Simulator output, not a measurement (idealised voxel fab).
Documented hereafter: the process module known as voxel ribs on slabs.
Pictured: cross-section cut, 295 nm wide, on a grid of 5 nm square cells.
If you're reading a cross-section in this doc, picture square cells in a grid; it comes to you as bands, top ones listed first down to the bottom, and a band can be one or more rows of cells.
It is stipulated that each band's entry specify, in nanometres, the height of the top of the band and then that of its bottom, followed by the materials of the band in left-to-right sequence, each together with its width in nanometres. A single material marked by the word "full width" is understood to fill the band from edge to edge; the word "air" is understood to denote empty space.
Measure heights from 0. That's the level where, below it, the as-received wafer is all one material. The lowest band is bottomless and extends downward; write it as in "z 0 and below".
Read "30..40" as a graded width: first number on top, second number at the bottom, same change between each pair of neighbouring rows.
Key: "no alterations made" - step with no changed cell in the cross-section.
Under "Closed void table" you'll find the enclosed gaps, the ones with no way out to the top, that are 8 cells or bigger; each reads width x height at distance, with distance counted from the left edge, everything in nm.
That trailing text on a step's line, after the settings, is the simulator's own remark on the step.
Regarding "overlay nm": on a step with a mask, it is the distance the mask lay to the right of its planned place; a negative value places it to the left.

Set out below are the planned steps of the process:
1) op RECEIVE | material Si
2) op DIRECTIONAL_DEP | material SiO2 | thk nm 20
3) op DIRECTIONAL_DEP | material SiN | thk nm 15
4) op PATTERN | tone cover | mask id RIB | material resist | width nm 25 | thk nm 15 | overlay nm 0
5) op DIRECTIONAL_ETCH | etch materials SiN | depth nm 10
6) op STRIP | etch materials resist
7) op PATTERN | tone cover | mask id SLAB | material resist | width nm 65 | thk nm 15 | overlay nm 0
8) op DIRECTIONAL_ETCH | etch materials SiN | depth nm 5
9) op STRIP | etch materials resist
10) op FILL_DEP | material SiO2 | thk nm 15
11) op CMP | height nm 45
12) op DIRECTIONAL_DEP | material TiN | thk nm 10
13) op MASKED_ETCH | tone cover | mask id HEATER | width nm 35 | etch materials TiN | depth nm 10 | overlay nm 0
14) op CONFORMAL_DEP | material SiN | thk nm 10

Wafer as received: cross-section following step 1:
    z 0 and below | Si full width
    Closed void table: none

Starting wafer: above. Plan: above. Run: one mistake. Cross-section after the module: below:
    z 65 to 55 | 120 air  55 SiN  120 air
    z 55 to 45 | 130 SiN  35 TiN  130 SiN
    z 45 to 35 | SiO2 full width
    z 35 to 25 | 135..115 SiO2  25..65 SiN  135..115 SiO2
    z 25 to 20 | SiN full width
    z 20 to 0 | SiO2 full width
    z 0 and below | Si full width
    Closed void table: none
Where did the run depart from the plan? the process deviated at step 5: the operation and settings actually run there were op DIRECTIONAL_ETCH | etch materials SiN | depth nm 5
